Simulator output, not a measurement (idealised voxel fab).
The name of this process module is voxel wiring stack.
cross-section cut | 200 nm wide | cells 5 nm
Bands, listed from the top down, are how a cross-section gets written in this document; the cross-section itself is a grid of square cells, and a band is one or more rows of them. Heads up on the band format: heights come first, top then bottom, in nm. After that it's the materials left to right, each with its width in nm. A single material flagged "edge to edge" fills the whole band edge to edge, and "empty" means there's empty space there. Heights are reckoned from 0. Under this level, the received wafer is all of one material. The bottommost band is open-ended downward, for example "0 down". Top row gets the first number, bottom row gets the second, and each row in between changes by the same step: that is how a band width like "30..40" works. Any step labelled "nothing changed" changed none of the cells in the cross-section. Encapsulated voids: empty space of 8 cells or more with no open way to the top, each as width x height at its distance from the left edge, in nm. Step line, after settings: the simulator's comment on this step. "overlay nm" denotes, for a step that has a mask, the displacement of the mask to the right of its planned place, with negative values corresponding to the left. Guide to the pairs. Each holds a before and an after cross-section around one process step; the after cross-section is cut off at the lowest band that changed. Look under the pair for the step between them and its settings. Pairs can come from different runs of this module on the same starting wafer, so a pair follows on from the one above it only where its entry headed "Pre-process cross-section" says it does.

PRE-PROCESS CROSS-SECTION
135 to 130: TiN 70 nm | empty 15 nm | TiN 30 nm | empty 15 nm | TiN 70 nm
130 to 110: lowk 65 nm | TiN 5 nm | empty 15 nm | TiN 5 nm | lowk 20 nm | TiN 5 nm | empty 15 nm | TiN 5 nm | lowk 65 nm
110 to 105: SiN 65 nm | TiN 25 nm | SiN 20 nm | TiN 25 nm | SiN 65 nm
105 to 95: SiO2 65 nm | Ru 15 nm | SiO2 120 nm
95 to 90: SiCN 65 nm | Ru 15 nm | SiCN 120 nm
90 to 70: lowk 65 nm | TiN 5 nm | Ru 15 nm | TiN 5 nm | lowk 20 nm | TiN 5 nm | Ru 15 nm | TiN 5 nm | lowk 65 nm
70 to 65: SiN 65 nm | TiN 25 nm | SiN 20 nm | TiN 25 nm | SiN 65 nm
65 to 50: SiO2 65 nm | Ru 20 nm | SiO2 25 nm | Ru 20 nm | SiO2 70 nm
50 to 45: SiCN 65 nm | Ru 15 nm | SiCN 30 nm | Ru 15 nm | SiCN 75 nm
45 to 20: lowk 65 nm | TiN 5 nm | Ru 15 nm | TiN 5 nm | lowk 20 nm | TiN 5 nm | Ru 15 nm | TiN 5 nm | lowk 65 nm
20 to 15: SiN 65 nm | TiN 25 nm | SiN 20 nm | TiN 25 nm | SiN 65 nm
15 to 0: SiO2 edge to edge
0 down: Si edge to edge
Encapsulated voids: none

STEP RESULT
140 to 135: Ru edge to edge
135 to 130: TiN 70 nm | Ru 15 nm | TiN 30 nm | Ru 15 nm | TiN 70 nm
130 to 110: lowk 65 nm | TiN 5 nm | Ru 15 nm | TiN 5 nm | lowk 20 nm | TiN 5 nm | Ru 15 nm | TiN 5 nm | lowk 65 nm
Under the height 110 nothing was changed.
Encapsulated voids: none
The two cross-sections above bracket this step: FILL_DEP: material Ru, thk nm 5

Pre-process cross-section: no separate figure, the pair right above already shows it after its step.

STEP RESULT
130 to 110: lowk 65 nm | TiN 5 nm | Ru 15 nm | TiN 5 nm | lowk 20 nm | TiN 5 nm | Ru 15 nm | TiN 5 nm | lowk 65 nm
Under the height 110 nothing was changed.
Encapsulated voids: none
The two cross-sections above bracket this step: CMP: height nm 130

Pre-process cross-section: no separate figure, the pair right above already shows it after its step.

STEP RESULT
135 to 130: SiCN edge to edge
Under the height 130 nothing was changed.
Encapsulated voids: none
The two cross-sections above bracket this step: CONFORMAL_DEP: material SiCN, thk nm 5

PRE-PROCESS CROSS-SECTION
55 to 45: aC edge to edge
45 to 20: lowk edge to edge
20 to 15: SiN edge to edge
15 to 0: SiO2 edge to edge
0 down: Si edge to edge
Encapsulated voids: none

STEP RESULT
85 to 55: resist 60 nm | empty 25 nm | resist 20 nm | empty 25 nm | resist 70 nm
Under the height 55 nothing was changed.
Encapsulated voids: none
The two cross-sections above bracket this step: PATTERN: tone open, mask id METAL_1, material resist, width nm 25, pitch nm 45, thk nm 30, overlay nm -5

Pre-process cross-section: no separate figure, the pair right above already shows it after its step.

STEP RESULT
75 to 55: resist 60 nm | empty 25 nm | resist 20 nm | empty 25 nm | resist 70 nm
55 to 45: aC 60 nm | empty 25 nm | aC 20 nm | empty 25 nm | aC 70 nm
Under the height 45 nothing was changed.
Encapsulated voids: none
The two cross-sections above bracket this step: DIRECTIONAL_ETCH: etch materials aC, depth nm 10

Pre-process cross-section: no separate figure, the pair right above already shows it after its step.

STEP RESULT
55 to 45: aC 60 nm | empty 25 nm | aC 20 nm | empty 25 nm | aC 70 nm
Under the height 45 nothing was changed.
Encapsulated voids: none
The two cross-sections above bracket this step: STRIP: etch materials resist

Pre-process cross-section: no separate figure, the pair right above already shows it after its step.

STEP RESULT
55 to 45: aC 60 nm | empty 25 nm | aC 20 nm | empty 25 nm | aC 70 nm
45 to 20: lowk 60 nm | empty 25 nm | lowk 20 nm | empty 25 nm | lowk 70 nm
Under the height 20 nothing was changed.
Encapsulated voids: none
The two cross-sections above bracket this step: DIRECTIONAL_ETCH: etch materials lowk, depth nm 25

Pre-process cross-section: no separate figure, the pair right above already shows it after its step.

STEP RESULT
55 to 45: aC 60 nm | empty 25 nm | aC 20 nm | empty 25 nm | aC 70 nm
45 to 20: lowk 60 nm | empty 25 nm | lowk 20 nm | empty 25 nm | lowk 70 nm
20 to 15: SiN 60 nm | empty 25 nm | SiN 20 nm | empty 25 nm | SiN 70 nm
Under the height 15 nothing was changed.
Encapsulated voids: none
The two cross-sections above bracket this step: DIRECTIONAL_ETCH: etch materials SiN, depth nm 5

Pre-process cross-section: no separate figure, the pair right above already shows it after its step.

STEP RESULT
45 to 20: lowk 60 nm | empty 25 nm | lowk 20 nm | empty 25 nm | lowk 70 nm
Under the height 20 nothing was changed.
Encapsulated voids: none
The two cross-sections above bracket this step: STRIP: etch materials aC

Pre-process cross-section: no separate figure, the pair right above already shows it after its step.

STEP RESULT
50 to 45: TiN 65 nm | empty 15 nm | TiN 30 nm | empty 15 nm | TiN 75 nm
45 to 20: lowk 60 nm | TiN 5 nm | empty 15 nm | TiN 5 nm | lowk 20 nm | TiN 5 nm | empty 15 nm | TiN 5 nm | lowk 70 nm
20 to 15: SiN 60 nm | TiN 25 nm | SiN 20 nm | TiN 25 nm | SiN 70 nm
Under the height 15 nothing was changed.
Encapsulated voids: none
The two cross-sections above bracket this step: CONFORMAL_DEP: material TiN, thk nm 5

Pre-process cross-section: no separate figure, the pair right above already shows it after its step.

STEP RESULT
55 to 50: Ru edge to edge
50 to 45: TiN 65 nm | Ru 15 nm | TiN 30 nm | Ru 15 nm | TiN 75 nm
45 to 20: lowk 60 nm | TiN 5 nm | Ru 15 nm | TiN 5 nm | lowk 20 nm | TiN 5 nm | Ru 15 nm | TiN 5 nm | lowk 70 nm
Under the height 20 nothing was changed.
Encapsulated voids: none
The two cross-sections above bracket this step: FILL_DEP: material Ru, thk nm 5

Pre-process cross-section: no separate figure, the pair right above already shows it after its step.

STEP RESULT
45 to 20: lowk 60 nm | TiN 5 nm | Ru 15 nm | TiN 5 nm | lowk 20 nm | TiN 5 nm | Ru 15 nm | TiN 5 nm | lowk 70 nm
Under the height 20 nothing was changed.
Encapsulated voids: none
The two cross-sections above bracket this step: CMP: height nm 45

Pre-process cross-section: no separate figure, the pair right above already shows it after its step.

STEP RESULT
50 to 45: SiCN edge to edge
Under the height 45 nothing was changed.
Encapsulated voids: none
The two cross-sections above bracket this step: CONFORMAL_DEP: material SiCN, thk nm 5

Pre-process cross-section: no separate figure, the pair right above already shows it after its step.

STEP RESULT
65 to 50: SiO2 edge to edge
Under the height 50 nothing was changed.
Encapsulated voids: none
The two cross-sections above bracket this step: DIRECTIONAL_DEP: material SiO2, thk nm 15

Pre-process cross-section: no separate figure, the pair right above already shows it after its step.

STEP RESULT
65 to 50: SiO2 65 nm | empty 15 nm | SiO2 30 nm | empty 15 nm | SiO2 75 nm
Under the height 50 nothing was changed.
Encapsulated voids: none
The two cross-sections above bracket this step: MASKED_ETCH: tone open, mask id PLUG_1, width nm 15, pitch nm 45, etch materials SiO2, depth nm 15, overlay nm 0

Pre-process cross-section: no separate figure, the pair right above already shows it after its step.

STEP RESULT
65 to 50: SiO2 65 nm | empty 15 nm | SiO2 30 nm | empty 15 nm | SiO2 75 nm
50 to 45: SiCN 65 nm | empty 15 nm | SiCN 30 nm | empty 15 nm | SiCN 75 nm
Under the height 45 nothing was changed.
Encapsulated voids: none
The two cross-sections above bracket this step: MASKED_ETCH: tone open, mask id PLUG_1, width nm 15, pitch nm 45, etch materials SiCN, depth nm 5, overlay nm 0

Pre-process cross-section: no separate figure, the pair right above already shows it after its step.

STEP RESULT
65 to 55: SiO2 65 nm | empty 15 nm | SiO2 30 nm | empty 15 nm | SiO2 75 nm
55 to 50: SiO2 65 nm | Ru 15 nm | SiO2 30 nm | Ru 15 nm | SiO2 75 nm
50 to 45: SiCN 65 nm | Ru 15 nm | SiCN 30 nm | Ru 15 nm | SiCN 75 nm
Under the height 45 nothing was changed.
Encapsulated voids: none
The two cross-sections above bracket this step: EPI: material Ru, thk nm 10

Pre-process cross-section: no separate figure, the pair right above already shows it after its step.

STEP RESULT
65 to 50: SiO2 65 nm | Ru 15 nm | SiO2 30 nm | Ru 15 nm | SiO2 75 nm
Under the height 50 nothing was changed.
Encapsulated voids: none
The two cross-sections above bracket this step: EPI: material Ru, thk nm 10

Pre-process cross-section: no separate figure, the pair right above already shows it after its step.

STEP RESULT
70 to 65: SiN edge to edge
Under the height 65 nothing was changed.
Encapsulated voids: none
The two cross-sections above bracket this step: CONFORMAL_DEP: material SiN, thk nm 5

Pre-process cross-section: no separate figure, the pair right above already shows it after its step.

STEP RESULT
90 to 70: lowk edge to edge
Under the height 70 nothing was changed.
Encapsulated voids: none
The two cross-sections above bracket this step: DIRECTIONAL_DEP: material lowk, thk nm 20

Pre-process cross-section: no separate figure, the pair right above already shows it after its step.

STEP RESULT
90 to 70: lowk 65 nm | empty 25 nm | lowk 20 nm | empty 25 nm | lowk 65 nm
Under the height 70 nothing was changed.
Encapsulated voids: none
The two cross-sections above bracket this step: MASKED_ETCH: tone open, mask id METAL_2, width nm 25, pitch nm 45, etch materials lowk, depth nm 20, overlay nm 0

Pre-process cross-section: no separate figure, the pair right above already shows it after its step.

STEP RESULT
90 to 70: lowk 65 nm | empty 25 nm | lowk 20 nm | empty 25 nm | lowk 65 nm
70 to 65: SiN 65 nm | empty 25 nm | SiN 20 nm | empty 25 nm | SiN 65 nm
Under the height 65 nothing was changed.
Encapsulated voids: none
The two cross-sections above bracket this step: MASKED_ETCH: tone open, mask id METAL_2, width nm 25, pitch nm 45, etch materials SiN, depth nm 5, overlay nm 0

Pre-process cross-section: no separate figure, the pair right above already shows it after its step.

STEP RESULT
95 to 90: TiN 70 nm | empty 15 nm | TiN 30 nm | empty 15 nm | TiN 70 nm
90 to 70: lowk 65 nm | TiN 5 nm | empty 15 nm | TiN 5 nm | lowk 20 nm | TiN 5 nm | empty 15 nm | TiN 5 nm | lowk 65 nm
70 to 65: SiN 65 nm | TiN 25 nm | SiN 20 nm | TiN 25 nm | SiN 65 nm
Under the height 65 nothing was changed.
Encapsulated voids: none
The two cross-sections above bracket this step: CONFORMAL_DEP: material TiN, thk nm 5

Pre-process cross-section: no separate figure, the pair right above already shows it after its step.

STEP RESULT
105 to 95: Ru edge to edge
95 to 90: TiN 70 nm | Ru 15 nm | TiN 30 nm | Ru 15 nm | TiN 70 nm
90 to 70: lowk 65 nm | TiN 5 nm | Ru 15 nm | TiN 5 nm | lowk 20 nm | TiN 5 nm | Ru 15 nm | TiN 5 nm | lowk 65 nm
Under the height 70 nothing was changed.
Encapsulated voids: none
The two cross-sections above bracket this step: FILL_DEP: material Ru, thk nm 10

Pre-process cross-section: no separate figure, the pair right above already shows it after its step.

STEP RESULT
90 to 70: lowk 65 nm | TiN 5 nm | Ru 15 nm | TiN 5 nm | lowk 20 nm | TiN 5 nm | Ru 15 nm | TiN 5 nm | lowk 65 nm
Under the height 70 nothing was changed.
Encapsulated voids: none
The two cross-sections above bracket this step: CMP: height nm 90

Pre-process cross-section: no separate figure, the pair right above already shows it after its step.

STEP RESULT
95 to 90: SiCN edge to edge
Under the height 90 nothing was changed.
Encapsulated voids: none
The two cross-sections above bracket this step: CONFORMAL_DEP: material SiCN, thk nm 5

Pre-process cross-section: no separate figure, the pair right above already shows it after its step.

STEP RESULT
105 to 95: SiO2 edge to edge
Under the height 95 nothing was changed.
Encapsulated voids: none
The two cross-sections above bracket this step: DIRECTIONAL_DEP: material SiO2, thk nm 10

Pre-process cross-section: no separate figure, the pair right above already shows it after its step.

STEP RESULT
105 to 95: SiO2 65 nm | empty 15 nm | SiO2 120 nm
Under the height 95 nothing was changed.
Encapsulated voids: none
The two cross-sections above bracket this step: MASKED_ETCH: tone open, mask id PLUG_2, width nm 15, etch materials SiO2, depth nm 10, overlay nm 0

Pre-process cross-section: no separate figure, the pair right above already shows it after its step.

STEP RESULT
105 to 95: SiO2 65 nm | empty 15 nm | SiO2 120 nm
95 to 90: SiCN 65 nm | empty 15 nm | SiCN 120 nm
Under the height 90 nothing was changed.
Encapsulated voids: none
The two cross-sections above bracket this step: MASKED_ETCH: tone open, mask id PLUG_2, width nm 15, etch materials SiCN, depth nm 5, overlay nm 0

Pre-process cross-section: no separate figure, the pair right above already shows it after its step.

STEP RESULT
105 to 100: SiO2 65 nm | empty 15 nm | SiO2 120 nm
100 to 95: SiO2 65 nm | Ru 15 nm | SiO2 120 nm
95 to 90: SiCN 65 nm | Ru 15 nm | SiCN 120 nm
Under the height 90 nothing was changed.
Encapsulated voids: none
The two cross-sections above bracket this step: EPI: material Ru, thk nm 10

Pre-process cross-section: no separate figure, the pair right above already shows it after its step.

STEP RESULT
105 to 95: SiO2 65 nm | Ru 15 nm | SiO2 120 nm
Under the height 95 nothing was changed.
Encapsulated voids: none
The two cross-sections above bracket this step: EPI: material Ru, thk nm 5

Pre-process cross-section: no separate figure, the pair right above already shows it after its step.

STEP RESULT
110 to 105: SiN edge to edge
Under the height 105 nothing was changed.
Encapsulated voids: none
The two cross-sections above bracket this step: CONFORMAL_DEP: material SiN, thk nm 5

Pre-process cross-section: no separate figure, the pair right above already shows it after its step.

STEP RESULT
130 to 110: lowk edge to edge
Under the height 110 nothing was changed.
Encapsulated voids: none
The two cross-sections above bracket this step: DIRECTIONAL_DEP: material lowk, thk nm 20

Pre-process cross-section: no separate figure, the pair right above already shows it after its step.

STEP RESULT
145 to 130: aC edge to edge
Under the height 130 nothing was changed.
Encapsulated voids: none
The two cross-sections above bracket this step: DIRECTIONAL_DEP: material aC, thk nm 15

Pre-process cross-section: no separate figure, the pair right above already shows it after its step.

STEP RESULT
175 to 145: resist 65 nm | empty 25 nm | resist 20 nm | empty 25 nm | resist 65 nm
Under the height 145 nothing was changed.
Encapsulated voids: none
The two cross-sections above bracket this step: PATTERN: tone open, mask id METAL_3, material resist, width nm 25, pitch nm 45, thk nm 30, overlay nm 0

Pre-process cross-section: no separate figure, the pair right above already shows it after its step.

STEP RESULT
160 to 145: resist 65 nm | empty 25 nm | resist 20 nm | empty 25 nm | resist 65 nm
145 to 130: aC 65 nm | empty 25 nm | aC 20 nm | empty 25 nm | aC 65 nm
Under the height 130 nothing was changed.
Encapsulated voids: none
The two cross-sections above bracket this step: DIRECTIONAL_ETCH: etch materials aC, depth nm 15

Pre-process cross-section: no separate figure, the pair right above already shows it after its step.

STEP RESULT
145 to 130: aC 65 nm | empty 25 nm | aC 20 nm | empty 25 nm | aC 65 nm
Under the height 130 nothing was changed.
Encapsulated voids: none
The two cross-sections above bracket this step: STRIP: etch materials resist

Pre-process cross-section: no separate figure, the pair right above already shows it after its step.

STEP RESULT
145 to 130: aC 65 nm | empty 25 nm | aC 20 nm | empty 25 nm | aC 65 nm
130 to 110: lowk 65 nm | empty 25 nm | lowk 20 nm | empty 25 nm | lowk 65 nm
Under the height 110 nothing was changed.
Encapsulated voids: none
The two cross-sections above bracket this step: DIRECTIONAL_ETCH: etch materials lowk, depth nm 20

Pre-process cross-section: no separate figure, the pair right above already shows it after its step.

STEP RESULT
145 to 130: aC 65 nm | empty 25 nm | aC 20 nm | empty 25 nm | aC 65 nm
130 to 110: lowk 65 nm | empty 25 nm | lowk 20 nm | empty 25 nm | lowk 65 nm
110 to 105: SiN 65 nm | empty 25 nm | SiN 20 nm | empty 25 nm | SiN 65 nm
Under the height 105 nothing was changed.
Encapsulated voids: none
The two cross-sections above bracket this step: DIRECTIONAL_ETCH: etch materials SiN, depth nm 5

Pre-process cross-section: no separate figure, the pair right above already shows it after its step.

STEP RESULT
130 to 110: lowk 65 nm | empty 25 nm | lowk 20 nm | empty 25 nm | lowk 65 nm
Under the height 110 nothing was changed.
Encapsulated voids: none
The two cross-sections above bracket this step: STRIP: etch materials aC

Pre-process cross-section: no separate figure, the pair right above already shows it after its step.

STEP RESULT
135 to 130: TiN 70 nm | empty 15 nm | TiN 30 nm | empty 15 nm | TiN 70 nm
130 to 110: lowk 65 nm | TiN 5 nm | empty 15 nm | TiN 5 nm | lowk 20 nm | TiN 5 nm | empty 15 nm | TiN 5 nm | lowk 65 nm
110 to 105: SiN 65 nm | TiN 25 nm | SiN 20 nm | TiN 25 nm | SiN 65 nm
Under the height 105 nothing was changed.
Encapsulated voids: none
The two cross-sections above bracket this step: CONFORMAL_DEP: material TiN, thk nm 5

Pre-process cross-section: no separate figure, the pair right above already shows it after its step.

STEP RESULT
140 to 135: Ru edge to edge
135 to 130: TiN 70 nm | Ru 15 nm | TiN 30 nm | Ru 15 nm | TiN 70 nm
130 to 110: lowk 65 nm | TiN 5 nm | Ru 15 nm | TiN 5 nm | lowk 20 nm | TiN 5 nm | Ru 15 nm | TiN 5 nm | lowk 65 nm
Under the height 110 nothing was changed.
Encapsulated voids: none
The two cross-sections above bracket this step: FILL_DEP: material Ru, thk nm 5

Pre-process cross-section: no separate figure, the pair right above already shows it after its step.

STEP RESULT
130 to 110: lowk 65 nm | TiN 5 nm | Ru 15 nm | TiN 5 nm | lowk 20 nm | TiN 5 nm | Ru 15 nm | TiN 5 nm | lowk 65 nm
Under the height 110 nothing was changed.
Encapsulated voids: none
The two cross-sections above bracket this step: CMP: height nm 130

Pre-process cross-section: no separate figure, the pair right above already shows it after its step.

STEP RESULT
135 to 130: SiCN edge to edge
Under the height 130 nothing was changed.
Encapsulated voids: none
The two cross-sections above bracket this step: CONFORMAL_DEP: material SiCN, thk nm 5

PRE-PROCESS CROSS-SECTION
90 to 70: lowk 65 nm | empty 25 nm | lowk 20 nm | empty 25 nm | lowk 65 nm
70 to 65: SiN 65 nm | empty 25 nm | SiN 20 nm | empty 25 nm | SiN 65 nm
65 to 50: SiO2 65 nm | Ru 15 nm | SiO2 30 nm | Ru 15 nm | SiO2 75 nm
50 to 45: SiCN 65 nm | Ru 15 nm | SiCN 30 nm | Ru 15 nm | SiCN 75 nm
45 to 20: lowk 65 nm | TiN 5 nm | Ru 15 nm | TiN 5 nm | lowk 20 nm | TiN 5 nm | Ru 15 nm | TiN 5 nm | lowk 65 nm
20 to 15: SiN 65 nm | TiN 25 nm | SiN 20 nm | TiN 25 nm | SiN 65 nm
15 to 0: SiO2 edge to edge
0 down: Si edge to edge
Encapsulated voids: none

STEP RESULT
95 to 90: SiCN 70 nm | empty 15 nm | SiCN 30 nm | empty 15 nm | SiCN 70 nm
90 to 70: lowk 65 nm | SiCN 5 nm | empty 15 nm | SiCN 5 nm | lowk 20 nm | SiCN 5 nm | empty 15 nm | SiCN 5 nm | lowk 65 nm
70 to 65: SiN 65 nm | SiCN 25 nm | SiN 20 nm | SiCN 25 nm | SiN 65 nm
Under the height 65 nothing was changed.
Encapsulated voids: none
The two cross-sections above bracket this step: CONFORMAL_DEP: material SiCN, thk nm 5

Pre-process cross-section: no separate figure, the pair right above already shows it after its step.

STEP RESULT
105 to 95: Ru edge to edge
95 to 90: SiCN 70 nm | Ru 15 nm | SiCN 30 nm | Ru 15 nm | SiCN 70 nm
90 to 70: lowk 65 nm | SiCN 5 nm | Ru 15 nm | SiCN 5 nm | lowk 20 nm | SiCN 5 nm | Ru 15 nm | SiCN 5 nm | lowk 65 nm
Under the height 70 nothing was changed.
Encapsulated voids: none
The two cross-sections above bracket this step: FILL_DEP: material Ru, thk nm 10

Pre-process cross-section: no separate figure, the pair right above already shows it after its step.

STEP RESULT
90 to 70: lowk 65 nm | SiCN 5 nm | Ru 15 nm | SiCN 5 nm | lowk 20 nm | SiCN 5 nm | Ru 15 nm | SiCN 5 nm | lowk 65 nm
Under the height 70 nothing was changed.
Encapsulated voids: none
The two cross-sections above bracket this step: CMP: height nm 90

Pre-process cross-section: no separate figure, the pair right above already shows it after its step.

STEP RESULT
95 to 90: SiCN edge to edge
Under the height 90 nothing was changed.
Encapsulated voids: none
The two cross-sections above bracket this step: CONFORMAL_DEP: material SiCN, thk nm 5

Pre-process cross-section: no separate figure, the pair right above already shows it after its step.

STEP RESULT
105 to 95: SiO2 edge to edge
Under the height 95 nothing was changed.
Encapsulated voids: none
The two cross-sections above bracket this step: DIRECTIONAL_DEP: material SiO2, thk nm 10

Pre-process cross-section: no separate figure, the pair right above already shows it after its step.

STEP RESULT
105 to 95: SiO2 65 nm | empty 15 nm | SiO2 120 nm
Under the height 95 nothing was changed.
Encapsulated voids: none
The two cross-sections above bracket this step: MASKED_ETCH: tone open, mask id PLUG_2, width nm 15, etch materials SiO2, depth nm 10, overlay nm 0

Pre-process cross-section: no separate figure, the pair right above already shows it after its step.

STEP RESULT
105 to 95: SiO2 65 nm | empty 15 nm | SiO2 120 nm
95 to 90: SiCN 65 nm | empty 15 nm | SiCN 120 nm
Under the height 90 nothing was changed.
Encapsulated voids: none
The two cross-sections above bracket this step: MASKED_ETCH: tone open, mask id PLUG_2, width nm 15, etch materials SiCN, depth nm 5, overlay nm 0

Pre-process cross-section: no separate figure, the pair right above already shows it after its step.

STEP RESULT
105 to 100: SiO2 65 nm | empty 15 nm | SiO2 120 nm
100 to 95: SiO2 65 nm | Ru 15 nm | SiO2 120 nm
95 to 90: SiCN 65 nm | Ru 15 nm | SiCN 120 nm
Under the height 90 nothing was changed.
Encapsulated voids: none
The two cross-sections above bracket this step: EPI: material Ru, thk nm 10

Pre-process cross-section: no separate figure, the pair right above already shows it after its step.

STEP RESULT
105 to 95: SiO2 65 nm | Ru 15 nm | SiO2 120 nm
Under the height 95 nothing was changed.
Encapsulated voids: none
The two cross-sections above bracket this step: EPI: material Ru, thk nm 5

Pre-process cross-section: no separate figure, the pair right above already shows it after its step.

STEP RESULT
110 to 105: SiN edge to edge
Under the height 105 nothing was changed.
Encapsulated voids: none
The two cross-sections above bracket this step: CONFORMAL_DEP: material SiN, thk nm 5

Pre-process cross-section: no separate figure, the pair right above already shows it after its step.

STEP RESULT
130 to 110: lowk edge to edge
Under the height 110 nothing was changed.
Encapsulated voids: none
The two cross-sections above bracket this step: DIRECTIONAL_DEP: material lowk, thk nm 20

Pre-process cross-section: no separate figure, the pair right above already shows it after its step.

STEP RESULT
145 to 130: aC edge to edge
Under the height 130 nothing was changed.
Encapsulated voids: none
The two cross-sections above bracket this step: DIRECTIONAL_DEP: material aC, thk nm 15

Pre-process cross-section: no separate figure, the pair right above already shows it after its step.

STEP RESULT
175 to 145: resist 65 nm | empty 25 nm | resist 20 nm | empty 25 nm | resist 65 nm
Under the height 145 nothing was changed.
Encapsulated voids: none
The two cross-sections above bracket this step: PATTERN: tone open, mask id METAL_3, material resist, width nm 25, pitch nm 45, thk nm 30, overlay nm 0

Pre-process cross-section: no separate figure, the pair right above already shows it after its step.

STEP RESULT
160 to 145: resist 65 nm | empty 25 nm | resist 20 nm | empty 25 nm | resist 65 nm
145 to 130: aC 65 nm | empty 25 nm | aC 20 nm | empty 25 nm | aC 65 nm
Under the height 130 nothing was changed.
Encapsulated voids: none
The two cross-sections above bracket this step: DIRECTIONAL_ETCH: etch materials aC, depth nm 15

Pre-process cross-section: no separate figure, the pair right above already shows it after its step.

STEP RESULT
145 to 130: aC 65 nm | empty 25 nm | aC 20 nm | empty 25 nm | aC 65 nm
Under the height 130 nothing was changed.
Encapsulated voids: none
The two cross-sections above bracket this step: STRIP: etch materials resist

Pre-process cross-section: no separate figure, the pair right above already shows it after its step.

STEP RESULT
145 to 130: aC 65 nm | empty 25 nm | aC 20 nm | empty 25 nm | aC 65 nm
130 to 110: lowk 65 nm | empty 25 nm | lowk 20 nm | empty 25 nm | lowk 65 nm
Under the height 110 nothing was changed.
Encapsulated voids: none
The two cross-sections above bracket this step: DIRECTIONAL_ETCH: etch materials lowk, depth nm 20

Pre-process cross-section: no separate figure, the pair right above already shows it after its step.

STEP RESULT
145 to 130: aC 65 nm | empty 25 nm | aC 20 nm | empty 25 nm | aC 65 nm
130 to 110: lowk 65 nm | empty 25 nm | lowk 20 nm | empty 25 nm | lowk 65 nm
110 to 105: SiN 65 nm | empty 25 nm | SiN 20 nm | empty 25 nm | SiN 65 nm
Under the height 105 nothing was changed.
Encapsulated voids: none
The two cross-sections above bracket this step: DIRECTIONAL_ETCH: etch materials SiN, depth nm 5

Pre-process cross-section: no separate figure, the pair right above already shows it after its step.

STEP RESULT
130 to 110: lowk 65 nm | empty 25 nm | lowk 20 nm | empty 25 nm | lowk 65 nm
Under the height 110 nothing was changed.
Encapsulated voids: none
The two cross-sections above bracket this step: STRIP: etch materials aC

Pre-process cross-section: no separate figure, the pair right above already shows it after its step.

STEP RESULT
135 to 130: TiN 70 nm | empty 15 nm | TiN 30 nm | empty 15 nm | TiN 70 nm
130 to 110: lowk 65 nm | TiN 5 nm | empty 15 nm | TiN 5 nm | lowk 20 nm | TiN 5 nm | empty 15 nm | TiN 5 nm | lowk 65 nm
110 to 105: SiN 65 nm | TiN 25 nm | SiN 20 nm | TiN 25 nm | SiN 65 nm
Under the height 105 nothing was changed.
Encapsulated voids: none
The two cross-sections above bracket this step: CONFORMAL_DEP: material TiN, thk nm 5

Pre-process cross-section: no separate figure, the pair right above already shows it after its step.

STEP RESULT
140 to 135: Ru edge to edge
135 to 130: TiN 70 nm | Ru 15 nm | TiN 30 nm | Ru 15 nm | TiN 70 nm
130 to 110: lowk 65 nm | TiN 5 nm | Ru 15 nm | TiN 5 nm | lowk 20 nm | TiN 5 nm | Ru 15 nm | TiN 5 nm | lowk 65 nm
Under the height 110 nothing was changed.
Encapsulated voids: none
The two cross-sections above bracket this step: FILL_DEP: material Ru, thk nm 5

Pre-process cross-section: no separate figure, the pair right above already shows it after its step.

STEP RESULT
130 to 110: lowk 65 nm | TiN 5 nm | Ru 15 nm | TiN 5 nm | lowk 20 nm | TiN 5 nm | Ru 15 nm | TiN 5 nm | lowk 65 nm
Under the height 110 nothing was changed.
Encapsulated voids: none
The two cross-sections above bracket this step: CMP: height nm 130

Pre-process cross-section: no separate figure, the pair right above already shows it after its step.

STEP RESULT
135 to 130: SiCN edge to edge
Under the height 130 nothing was changed.
Encapsulated voids: none
The two cross-sections above bracket this step: CONFORMAL_DEP: material SiCN, thk nm 5

PRE-PROCESS CROSS-SECTION
90 to 70: lowk edge to edge
70 to 65: SiN edge to edge
65 to 50: SiO2 65 nm | Ru 15 nm | SiO2 30 nm | Ru 15 nm | SiO2 75 nm
50 to 45: SiCN 65 nm | Ru 15 nm | SiCN 30 nm | Ru 15 nm | SiCN 75 nm
45 to 20: lowk 65 nm | TiN 5 nm | Ru 15 nm | TiN 5 nm | lowk 20 nm | TiN 5 nm | Ru 15 nm | TiN 5 nm | lowk 65 nm
20 to 15: SiN 65 nm | TiN 25 nm | SiN 20 nm | TiN 25 nm | SiN 65 nm
15 to 0: SiO2 edge to edge
0 down: Si edge to edge
Encapsulated voids: none

STEP RESULT
90 to 70: empty 65 nm | lowk 25 nm | empty 20 nm | lowk 25 nm | empty 65 nm
Under the height 70 nothing was changed.
Encapsulated voids: none
The two cross-sections above bracket this step: MASKED_ETCH: tone cover, mask id METAL_2, width nm 25, pitch nm 45, etch materials lowk, depth nm 20, overlay nm 0

Pre-process cross-section: no separate figure, the pair right above already shows it after its step.

STEP RESULT
95 to 90: empty 60 nm | TiN 35 nm | empty 10 nm | TiN 35 nm | empty 60 nm
90 to 75: empty 60 nm | TiN 5 nm | lowk 25 nm | TiN 5 nm | empty 10 nm | TiN 5 nm | lowk 25 nm | TiN 5 nm | empty 60 nm
75 to 70: TiN 65 nm | lowk 25 nm | TiN 20 nm | lowk 25 nm | TiN 65 nm
Under the height 70 nothing was changed.
Encapsulated voids: none
The two cross-sections above bracket this step: CONFORMAL_DEP: material TiN, thk nm 5

Pre-process cross-section: no separate figure, the pair right above already shows it after its step.

STEP RESULT
105 to 95: Ru edge to edge
95 to 90: Ru 60 nm | TiN 35 nm | Ru 10 nm | TiN 35 nm | Ru 60 nm
90 to 75: Ru 60 nm | TiN 5 nm | lowk 25 nm | TiN 5 nm | Ru 10 nm | TiN 5 nm | lowk 25 nm | TiN 5 nm | Ru 60 nm
Under the height 75 nothing was changed.
Encapsulated voids: none
The two cross-sections above bracket this step: FILL_DEP: material Ru, thk nm 10

Pre-process cross-section: no separate figure, the pair right above already shows it after its step.

STEP RESULT
90 to 75: Ru 60 nm | TiN 5 nm | lowk 25 nm | TiN 5 nm | Ru 10 nm | TiN 5 nm | lowk 25 nm | TiN 5 nm | Ru 60 nm
Under the height 75 nothing was changed.
Encapsulated voids: none
The two cross-sections above bracket this step: CMP: height nm 90

Pre-process cross-section: no separate figure, the pair right above already shows it after its step.

STEP RESULT
95 to 90: SiCN edge to edge
Under the height 90 nothing was changed.
Encapsulated voids: none
The two cross-sections above bracket this step: CONFORMAL_DEP: material SiCN, thk nm 5

Pre-process cross-section: no separate figure, the pair right above already shows it after its step.

STEP RESULT
105 to 95: SiO2 edge to edge
Under the height 95 nothing was changed.
Encapsulated voids: none
The two cross-sections above bracket this step: DIRECTIONAL_DEP: material SiO2, thk nm 10
